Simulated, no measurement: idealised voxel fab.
A process module follows: voxel gate over fins.
Pictured: cross-section cut, 280 nm wide, on a grid of 5 nm square cells.
In this document a cross-section is written as a grid of square cells. It is given as a series of bands, listed from the top down, and a band is one or more rows of cells. First you get the band's top height and its bottom height, in nm, and then the materials it's made of, left to right, with each width in nm. If you see a single material with "everywhere", that one covers the band edge to edge. "blank" is empty space. Basically, 0 is our baseline, since under it the wafer straight out of the box is all one material. The bottom band has no lower end and keeps on going down, so it looks like "0 down". Top row gets the first number, bottom row gets the second, and each row in between changes by the same step: that is how a band width like "30..40" works. "remains unaltered" after a step means that no cell of the cross-section changed. The entry "Unvented internal voids" lists the empty spaces that cover at least 8 cells and have no open path to the top. Each is written as width x height at distance, where the distance is measured from the left edge and all three values are in nm. That trailing text on a step's line, after the settings, is the simulator's own remark on the step. overlay nm: mask offset rightward from planned place, masked step; negative means leftward offset. For the reader: what remains of this document is a series of pairs, each showing a cross-section before one process step and a cross-section after that step which reaches down only to the lowest band that changed, with the step between them and its settings set out under the pair. It should not be assumed that a pair continues from the pair above it; the pairs can come from different runs of this module on the same starting wafer, and such continuity exists only where the entry headed "Ex-ante state" says so.

Ex-ante state
- 30 to 10 = 110 resist | 15 blank | 25 resist | 15 blank | 115 resist
- 10 to 0 = 110 SiN | 15 blank | 25 SiN | 15 blank | 115 SiN
- 0 to -40 = 110 Si | 15 blank | 25 Si | 15 blank | 115 Si
- -40 down = Si everywhere
- Unvented internal voids: none

Section, Post-Step
- 10 to 0 = 110 SiN | 15 blank | 25 SiN | 15 blank | 115 SiN
- Lower than 0, everything is as it was.
- Unvented internal voids: none
The two cross-sections above bracket this step: STRIP: etch materials resist

Ex-ante state: The prior state of this step coincides with the post-step cross-section of the pair just above.

Section, Post-Step
- 25 to 10 = SiO2 everywhere
- 10 to 0 = 110 SiN | 15 SiO2 | 25 SiN | 15 SiO2 | 115 SiN
- 0 to -40 = 110 Si | 15 SiO2 | 25 Si | 15 SiO2 | 115 Si
- Lower than -40, everything is as it was.
- Unvented internal voids: none
The two cross-sections above bracket this step: FILL_DEP: material SiO2, thk nm 15

Ex-ante state: The prior state of this step coincides with the post-step cross-section of the pair just above.

Section, Post-Step
- 10 to 0 = 110 SiN | 15 SiO2 | 25 SiN | 15 SiO2 | 115 SiN
- Lower than 0, everything is as it was.
- Unvented internal voids: none
The two cross-sections above bracket this step: CMP: height nm 10

Ex-ante state: The prior state of this step coincides with the post-step cross-section of the pair just above.

Section, Post-Step
- 10 to 0 = 110 SiN | 15 blank | 25 SiN | 15 blank | 115 SiN
- 0 to -10 = 110 Si | 15 blank | 25 Si | 15 blank | 115 Si
- Lower than -10, everything is as it was.
- Unvented internal voids: none
The two cross-sections above bracket this step: SELECTIVE_ETCH: etch materials SiO2, depth nm 20

Ex-ante state: The prior state of this step coincides with the post-step cross-section of the pair just above.

Section, Post-Step
- 0 to -10 = 110 Si | 15 blank | 25 Si | 15 blank | 115 Si
- Lower than -10, everything is as it was.
- Unvented internal voids: none
The two cross-sections above bracket this step: STRIP: etch materials SiN

Ex-ante state: The prior state of this step coincides with the post-step cross-section of the pair just above.

Section, Post-Step
- 5 to 0 = 115 HfO2 | 5 blank | 35 HfO2 | 5 blank | 120 HfO2
- 0 to -5 = 110 Si | 5 HfO2 | 5 blank | 5 HfO2 | 25 Si | 5 HfO2 | 5 blank | 5 HfO2 | 115 Si
- -5 to -10 = 110 Si | 15 HfO2 | 25 Si | 15 HfO2 | 115 Si
- Lower than -10, everything is as it was.
- Unvented internal voids: none
The two cross-sections above bracket this step: CONFORMAL_DEP: material HfO2, thk nm 5

Ex-ante state: The prior state of this step coincides with the post-step cross-section of the pair just above.

Section, Post-Step
- 10 to 5 = TiN everywhere
- 5 to 0 = 115 HfO2 | 5 TiN | 35 HfO2 | 5 TiN | 120 HfO2
- 0 to -5 = 110 Si | 5 HfO2 | 5 TiN | 5 HfO2 | 25 Si | 5 HfO2 | 5 TiN | 5 HfO2 | 115 Si
- Lower than -5, everything is as it was.
- Unvented internal voids: none
The two cross-sections above bracket this step: CONFORMAL_DEP: material TiN, thk nm 5

Ex-ante state: The prior state of this step coincides with the post-step cross-section of the pair just above.

Section, Post-Step
- 20 to 10 = W everywhere
- Lower than 10, everything is as it was.
- Unvented internal voids: none
The two cross-sections above bracket this step: FILL_DEP: material W, thk nm 10

Ex-ante state: The prior state of this step coincides with the post-step cross-section of the pair just above.

Section, Post-Step
- 15 to 10 = W everywhere
- Lower than 10, everything is as it was.
- Unvented internal voids: none
The two cross-sections above bracket this step: CMP: height nm 15

Ex-ante state: The prior state of this step coincides with the post-step cross-section of the pair just above.

Section, Post-Step
- 25 to 15 = SiCN everywhere
- Lower than 15, everything is as it was.
- Unvented internal voids: none
The two cross-sections above bracket this step: CONFORMAL_DEP: material SiCN, thk nm 10
